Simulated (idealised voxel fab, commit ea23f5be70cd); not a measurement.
You're looking at the process module voxel gate over fins.
In the cross-section labelled cut, the width is 230 nm and each square cell is 5 nm.
Format of a cross-section: grid, square cells. Given as bands. Order: top down. Band: one or more rows of cells. Quick guide to a band line: top height, bottom height (nm) up front; then every material left to right with its width in nm. Only one material and it's marked "edge to edge"? Then it fills the band edge to edge. And "air" just means empty space. Below 0: as-received wafer, all one material; heights counted from there. Lowest band: no bottom, goes on down, written "0..down". The width entry "30 to 40" should be interpreted row by row: the top row of cells in the band takes the first number, the bottom row takes the second number, and the change between adjacent rows is uniform throughout. "no alteration" for a step: no cell of the cross-section changed in that step. "Sealed cavities": sealed empty spaces, 8 cells or more, no open way to top, listed width x height at distance, with distance from the left edge and width, height and distance in nm. What comes after the settings on a step's line is commentary from the simulator itself on that step. A step's line can hold "overlay nm"; with a mask on that step, the setting says how far right of the planned place the mask lay, while a negative setting says it lay to the left.

# The following list gives the planned process steps
1. RECEIVE with material Si
2. CONFORMAL_DEP with material SiN, thk nm 10
3. MASKED_ETCH with tone cover, mask id FINS, width nm 15, pitch nm 40, etch materials SiN, depth nm 10, overlay nm 0
4. MASKED_ETCH with tone cover, mask id FINS, width nm 15, pitch nm 40, etch materials Si, depth nm 35, overlay nm 0
5. FILL_DEP with material SiO2, thk nm 15
6. CMP with height nm 10
7. SELECTIVE_ETCH with etch materials SiO2, depth nm 20
8. STRIP with etch materials SiN
9. CONFORMAL_DEP with material HfO2, thk nm 5
10. CONFORMAL_DEP with material TiN, thk nm 5
11. CONFORMAL_DEP with material TiAl, thk nm 5
12. CONFORMAL_DEP with material TiN, thk nm 5
13. FILL_DEP with material W, thk nm 15
14. CMP with height nm 30
15. CONFORMAL_DEP with material SiCN, thk nm 5

# Incoming wafer, cross-sectional view, post step 1
0..down | Si edge to edge
Sealed cavities: none

# Cross-section at module end, one run error; start and plan unchanged from above
35..30 | SiCN edge to edge
30..20 | W edge to edge
20..15 | W (25) | TiN (175) | W (30)
15..10 | W (25) | TiN (5) | TiAl (165) | TiN (5) | W (30)
10..5 | TiN (30) | TiAl (5) | HfO2 (35) | TiAl (5) | HfO2 (35) | TiAl (5) | HfO2 (35) | TiAl (5) | HfO2 (35) | TiAl (5) | TiN (35)
5..0 | TiAl (35) | HfO2 (35) | TiAl (5) | HfO2 (35) | TiAl (5) | HfO2 (35) | TiAl (5) | HfO2 (35) | TiAl (40)
0..-10 | HfO2 (45) | Si (15) | HfO2 (25) | Si (15) | HfO2 (25) | Si (15) | HfO2 (25) | Si (15) | HfO2 (50)
-10..-35 | SiO2 (45) | Si (15) | SiO2 (25) | Si (15) | SiO2 (25) | Si (15) | SiO2 (25) | Si (15) | SiO2 (50)
-35..down | Si edge to edge
Sealed cavities: none
What went wrong in running the wafer? step 10 went in with a setting other than planned; the actual run was CONFORMAL_DEP with material HfO2, thk nm 5
